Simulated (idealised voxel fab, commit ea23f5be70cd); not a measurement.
voxel trench capacitor: a process module
175 nm wide, 5 nm square cells: that's cross-section cut.
Square cells in a grid make up a cross-section in this document, and the grid is given as bands, listed from the top down, each one or more rows of cells. This entry defines a band. It first specifies the height of the band's top and the height of its bottom in nm, and then specifies the band's materials from left to right, stating each material with its width in nm. The word "full width" identifies a single material that fills the band from edge to edge, while the word "empty" identifies empty space. Heights are reckoned from 0. Under this level, the received wafer is all of one material. The bottommost band is open-ended downward, for example "0 -> down". Width: "30 to 40" (first number = top row, second number = bottom row, same change from row to row of cells). What does "remained unchanged" mean for a step? It means no cell of the cross-section changed in that step. Any empty space of 8 cells or more lacking an open way to the top shows up in "Closed void register" as width x height at distance, distance from the left edge, in nm. It should be noted that, on the line of a given step, the content following the step's settings is a remark produced by the simulator itself with respect to that step. overlay nm, on a step with a mask: how far to the right of its planned place the mask lay; to the left if negative.
plan:
step 1: RECEIVE with material Si
step 2: CONFORMAL_DEP with material SiN, thk nm 10
step 3: PATTERN with tone open, mask id TRENCH, material resist, width nm 25, pitch nm 45, thk nm 15, overlay nm 0
step 4: DIRECTIONAL_ETCH with etch materials SiN, depth nm 10
step 5: DIRECTIONAL_ETCH with etch materials Si, depth nm 40
step 6: STRIP with etch materials resist
step 7: CONFORMAL_DEP with material HfO2, thk nm 5
step 8: CONFORMAL_DEP with material TiN, thk nm 5
step 9: FILL_DEP with material W, thk nm 5
step 10: CMP with height nm 10
What follows covers the first of two wafers; it ran as planned:
Incoming wafer, cross-sectional view, post step 1:
  0 -> down | Si full width
  Closed void register: none
Once step 2 is through, the wafer looks like this in cross-section:
  10 -> 0 | SiN full width
  below 0: unchanged
Once step 3 is through, the wafer looks like this in cross-section:
  25 -> 10 | 50 nm resist / 25 nm empty / 20 nm resist / 25 nm empty / 55 nm resist
  below 10: unchanged
Once step 4 is through, the wafer looks like this in cross-section:
  25 -> 10 | 50 nm resist / 25 nm empty / 20 nm resist / 25 nm empty / 55 nm resist
  10 -> 0 | 50 nm SiN / 25 nm empty / 20 nm SiN / 25 nm empty / 55 nm SiN
  below 0: unchanged
Once step 5 is through, the wafer looks like this in cross-section:
  25 -> 10 | 50 nm resist / 25 nm empty / 20 nm resist / 25 nm empty / 55 nm resist
  10 -> 0 | 50 nm SiN / 25 nm empty / 20 nm SiN / 25 nm empty / 55 nm SiN
  0 -> -40 | 50 nm Si / 25 nm empty / 20 nm Si / 25 nm empty / 55 nm Si
  below -40: unchanged
Once step 6 is through, the wafer looks like this in cross-section:
  10 -> 0 | 50 nm SiN / 25 nm empty / 20 nm SiN / 25 nm empty / 55 nm SiN
  below 0: unchanged
Once step 7 is through, the wafer looks like this in cross-section:
  15 -> 10 | 55 nm HfO2 / 15 nm empty / 30 nm HfO2 / 15 nm empty / 60 nm HfO2
  10 -> 0 | 50 nm SiN / 5 nm HfO2 / 15 nm empty / 5 nm HfO2 / 20 nm SiN / 5 nm HfO2 / 15 nm empty / 5 nm HfO2 / 55 nm SiN
  0 -> -35 | 50 nm Si / 5 nm HfO2 / 15 nm empty / 5 nm HfO2 / 20 nm Si / 5 nm HfO2 / 15 nm empty / 5 nm HfO2 / 55 nm Si
  -35 -> -40 | 50 nm Si / 25 nm HfO2 / 20 nm Si / 25 nm HfO2 / 55 nm Si
  below -40: unchanged
Once step 8 is through, the wafer looks like this in cross-section:
  20 -> 15 | 60 nm TiN / 5 nm empty / 40 nm TiN / 5 nm empty / 65 nm TiN
  15 -> 10 | 55 nm HfO2 / 5 nm TiN / 5 nm empty / 5 nm TiN / 30 nm HfO2 / 5 nm TiN / 5 nm empty / 5 nm TiN / 60 nm HfO2
  10 -> 0 | 50 nm SiN / 5 nm HfO2 / 5 nm TiN / 5 nm empty / 5 nm TiN / 5 nm HfO2 / 20 nm SiN / 5 nm HfO2 / 5 nm TiN / 5 nm empty / 5 nm TiN / 5 nm HfO2 / 55 nm SiN
  0 -> -30 | 50 nm Si / 5 nm HfO2 / 5 nm TiN / 5 nm empty / 5 nm TiN / 5 nm HfO2 / 20 nm Si / 5 nm HfO2 / 5 nm TiN / 5 nm empty / 5 nm TiN / 5 nm HfO2 / 55 nm Si
  -30 -> -35 | 50 nm Si / 5 nm HfO2 / 15 nm TiN / 5 nm HfO2 / 20 nm Si / 5 nm HfO2 / 15 nm TiN / 5 nm HfO2 / 55 nm Si
  below -35: unchanged
Once step 9 is through, the wafer looks like this in cross-section:
  25 -> 20 | W full width
  20 -> 15 | 60 nm TiN / 5 nm W / 40 nm TiN / 5 nm W / 65 nm TiN
  15 -> 10 | 55 nm HfO2 / 5 nm TiN / 5 nm W / 5 nm TiN / 30 nm HfO2 / 5 nm TiN / 5 nm W / 5 nm TiN / 60 nm HfO2
  10 -> 0 | 50 nm SiN / 5 nm HfO2 / 5 nm TiN / 5 nm W / 5 nm TiN / 5 nm HfO2 / 20 nm SiN / 5 nm HfO2 / 5 nm TiN / 5 nm W / 5 nm TiN / 5 nm HfO2 / 55 nm SiN
  0 -> -30 | 50 nm Si / 5 nm HfO2 / 5 nm TiN / 5 nm W / 5 nm TiN / 5 nm HfO2 / 20 nm Si / 5 nm HfO2 / 5 nm TiN / 5 nm W / 5 nm TiN / 5 nm HfO2 / 55 nm Si
  below -30: unchanged
Once step 10 is through, the wafer looks like this in cross-section:
  10 -> 0 | 50 nm SiN / 5 nm HfO2 / 5 nm TiN / 5 nm W / 5 nm TiN / 5 nm HfO2 / 20 nm SiN / 5 nm HfO2 / 5 nm TiN / 5 nm W / 5 nm TiN / 5 nm HfO2 / 55 nm SiN
  below 0: unchanged
Second of two: same start, same plan, one run error; steps up to and including 6 match the first:
Cross-sectional view of the second wafer at the intended end time of process step 7:
  15 -> 10 | 55 nm TiN / 15 nm empty / 30 nm TiN / 15 nm empty / 60 nm TiN
  10 -> 0 | 50 nm SiN / 5 nm TiN / 15 nm empty / 5 nm TiN / 20 nm SiN / 5 nm TiN / 15 nm empty / 5 nm TiN / 55 nm SiN
  0 -> -35 | 50 nm Si / 5 nm TiN / 15 nm empty / 5 nm TiN / 20 nm Si / 5 nm TiN / 15 nm empty / 5 nm TiN / 55 nm Si
  -35 -> -40 | 50 nm Si / 25 nm TiN / 20 nm Si / 25 nm TiN / 55 nm Si
  below -40: unchanged
Cross-sectional view of the second wafer at the intended end time of process step 8:
  20 -> 15 | 60 nm HfO2 / 5 nm empty / 40 nm HfO2 / 5 nm empty / 65 nm HfO2
  15 -> 10 | 55 nm TiN / 5 nm HfO2 / 5 nm empty / 5 nm HfO2 / 30 nm TiN / 5 nm HfO2 / 5 nm empty / 5 nm HfO2 / 60 nm TiN
  10 -> 0 | 50 nm SiN / 5 nm TiN / 5 nm HfO2 / 5 nm empty / 5 nm HfO2 / 5 nm TiN / 20 nm SiN / 5 nm TiN / 5 nm HfO2 / 5 nm empty / 5 nm HfO2 / 5 nm TiN / 55 nm SiN
  0 -> -30 | 50 nm Si / 5 nm TiN / 5 nm HfO2 / 5 nm empty / 5 nm HfO2 / 5 nm TiN / 20 nm Si / 5 nm TiN / 5 nm HfO2 / 5 nm empty / 5 nm HfO2 / 5 nm TiN / 55 nm Si
  -30 -> -35 | 50 nm Si / 5 nm TiN / 15 nm HfO2 / 5 nm TiN / 20 nm Si / 5 nm TiN / 15 nm HfO2 / 5 nm TiN / 55 nm Si
  below -35: unchanged
Cross-sectional view of the second wafer at the intended end time of process step 9:
  25 -> 20 | W full width
  20 -> 15 | 60 nm HfO2 / 5 nm W / 40 nm HfO2 / 5 nm W / 65 nm HfO2
  15 -> 10 | 55 nm TiN / 5 nm HfO2 / 5 nm W / 5 nm HfO2 / 30 nm TiN / 5 nm HfO2 / 5 nm W / 5 nm HfO2 / 60 nm TiN
  10 -> 0 | 50 nm SiN / 5 nm TiN / 5 nm HfO2 / 5 nm W / 5 nm HfO2 / 5 nm TiN / 20 nm SiN / 5 nm TiN / 5 nm HfO2 / 5 nm W / 5 nm HfO2 / 5 nm TiN / 55 nm SiN
  0 -> -30 | 50 nm Si / 5 nm TiN / 5 nm HfO2 / 5 nm W / 5 nm HfO2 / 5 nm TiN / 20 nm Si / 5 nm TiN / 5 nm HfO2 / 5 nm W / 5 nm HfO2 / 5 nm TiN / 55 nm Si
  below -30: unchanged
Cross-sectional view of the second wafer at the intended end time of process step 10:
  10 -> 0 | 50 nm SiN / 5 nm TiN / 5 nm HfO2 / 5 nm W / 5 nm HfO2 / 5 nm TiN / 20 nm SiN / 5 nm TiN / 5 nm HfO2 / 5 nm W / 5 nm HfO2 / 5 nm TiN / 55 nm SiN
  below 0: unchanged
Run error: step 8 occupied the plan position of step 7, and the converse holds as well
In the final state, the cell counts of the second wafer exceed or fall short of those of the first for the following materials: -8 HfO2, +8 TiN
